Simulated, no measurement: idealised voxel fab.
Documented hereafter: the process module known as voxel wiring stack.
The cross-section on display is named cut; it measures 150 nm wide, and its cells are 5 nm squares.
A cross-section is a grid of square cells, given in bands from the top down. A band is one or more rows of cells.
For a band, the entry starts with two heights in nm, that of the top and then that of the bottom, and carries on with the band's materials in order from left to right, each alongside its width in nm; the word "throughout" beside a single material means it fills the band edge to edge, and "blank" means empty space.
Convention: height 0 is the level below which the wafer, as received, is all one material. The lowest band does not terminate at the bottom but continues downward, represented as "0 down".
It should be noted that a width expressed as "30 to 40" varies in equal increments from row to row of cells within the band, taking the value of the first number at the top row and that of the second number at the bottom row.
Step note "all unchanged" = no cross-section cell changed.
Voids not open to the top, 8 cells minimum: see "Trapped void list". Written width x height at distance; distance is from the left edge; nm.
What comes after the settings on a step's line is commentary from the simulator itself on that step.
overlay nm, on a step with a mask: how far to the right of its planned place the mask lay; to the left if negative
Set out below are the planned steps of the process
1 RECEIVE: material Si
2 CONFORMAL_DEP: material SiO2, thk nm 10
3 DIRECTIONAL_DEP: material TiN, thk nm 5
4 DIRECTIONAL_DEP: material W, thk nm 20
5 MASKED_ETCH: tone cover, mask id METAL_1, width nm 20, pitch nm 35, etch materials W, depth nm 20, overlay nm 0
6 MASKED_ETCH: tone cover, mask id METAL_1, width nm 20, pitch nm 35, etch materials TiN, depth nm 5, overlay nm 0
7 FILL_DEP: material lowk, thk nm 10
8 CMP: height nm 35
9 CONFORMAL_DEP: material SiCN, thk nm 5
10 DIRECTIONAL_DEP: material SiO2, thk nm 20
11 MASKED_ETCH: tone open, mask id PLUG_1, width nm 15, etch materials SiO2, depth nm 20, overlay nm 0
12 MASKED_ETCH: tone open, mask id PLUG_1, width nm 15, etch materials SiCN, depth nm 5, overlay nm 0
13 CONFORMAL_DEP: material TiN, thk nm 5
14 FILL_DEP: material Ru, thk nm 5
15 CMP: height nm 60
16 CONFORMAL_DEP: material SiCN, thk nm 5
17 DIRECTIONAL_DEP: material lowk, thk nm 25
18 DIRECTIONAL_DEP: material aC, thk nm 10
19 PATTERN: tone open, mask id METAL_2, material resist, width nm 20, pitch nm 35, thk nm 25, overlay nm 0
20 DIRECTIONAL_ETCH: etch materials aC, depth nm 5
21 STRIP: etch materials resist
22 DIRECTIONAL_ETCH: etch materials lowk, depth nm 25
23 DIRECTIONAL_ETCH: etch materials SiCN, depth nm 5
24 STRIP: etch materials aC
25 CONFORMAL_DEP: material TiN, thk nm 5
26 FILL_DEP: material Ru, thk nm 5
27 CMP: height nm 90
28 EPI: material Ru, thk nm 5
29 FILL_DEP: material SiCN, thk nm 5
What sets these wafers apart? The depth nm at step 20. They all start alike, and the plan carries the first wafer's value.
The as-received cross-section of the first of several wafers corresponds to the state after step 1
- 0 down | Si throughout
- Trapped void list: none
First of several wafers in cross-section at module end, following the final step, step 29
- 95 to 90 | SiCN throughout
- 90 to 65 | lowk throughout
- 65 to 60 | SiCN throughout
- 60 to 40 | SiO2=45, TiN=5, Ru=5, TiN=5, SiO2=90
- 40 to 35 | SiCN=45, TiN=15, SiCN=90
- 35 to 15 | lowk=45, W=20, lowk=15, W=20, lowk=50
- 15 to 10 | lowk=45, TiN=20, lowk=15, TiN=20, lowk=50
- 10 to 0 | SiO2 throughout
- 0 down | Si throughout
- Trapped void list: none
Final wafer of several, shown in cross-section at the end of the module
- 100 to 95 | SiCN throughout
- 95 to 90 | SiCN=40, Ru=30, SiCN=5, Ru=30, SiCN=45
- 90 to 65 | lowk=45, TiN=5, Ru=10, TiN=5, lowk=15, TiN=5, Ru=10, TiN=5, lowk=50
- 65 to 60 | SiCN=45, TiN=20, SiCN=15, TiN=20, SiCN=50
- 60 to 40 | SiO2=45, TiN=5, Ru=5, TiN=5, SiO2=90
- 40 to 35 | SiCN=45, TiN=15, SiCN=90
- 35 to 15 | lowk=45, W=20, lowk=15, W=20, lowk=50
- 15 to 10 | lowk=45, TiN=20, lowk=15, TiN=20, lowk=50
- 10 to 0 | SiO2 throughout
- 0 down | Si throughout
- Trapped void list: none
Wafer rows, end of module: cells per material gained (+) or lost (-) since receipt; closed voids last
depth nm 5, +4 Ru, +87 SiCN, +168 SiO2, +19 TiN, +32 W, +260 lowk, Trapped void list: none
depth nm 10, +36 Ru, +97 SiCN, +168 SiO2, +47 TiN, +32 W, +220 lowk, Trapped void list: none
depth nm 15, +36 Ru, +97 SiCN, +168 SiO2, +47 TiN, +32 W, +220 lowk, Trapped void list: none
depth nm 20, +36 Ru, +97 SiCN, +168 SiO2, +47 TiN, +32 W, +220 lowk, Trapped void list: none
depth nm 25, +36 Ru, +97 SiCN, +168 SiO2, +47 TiN, +32 W, +220 lowk, Trapped void list: none
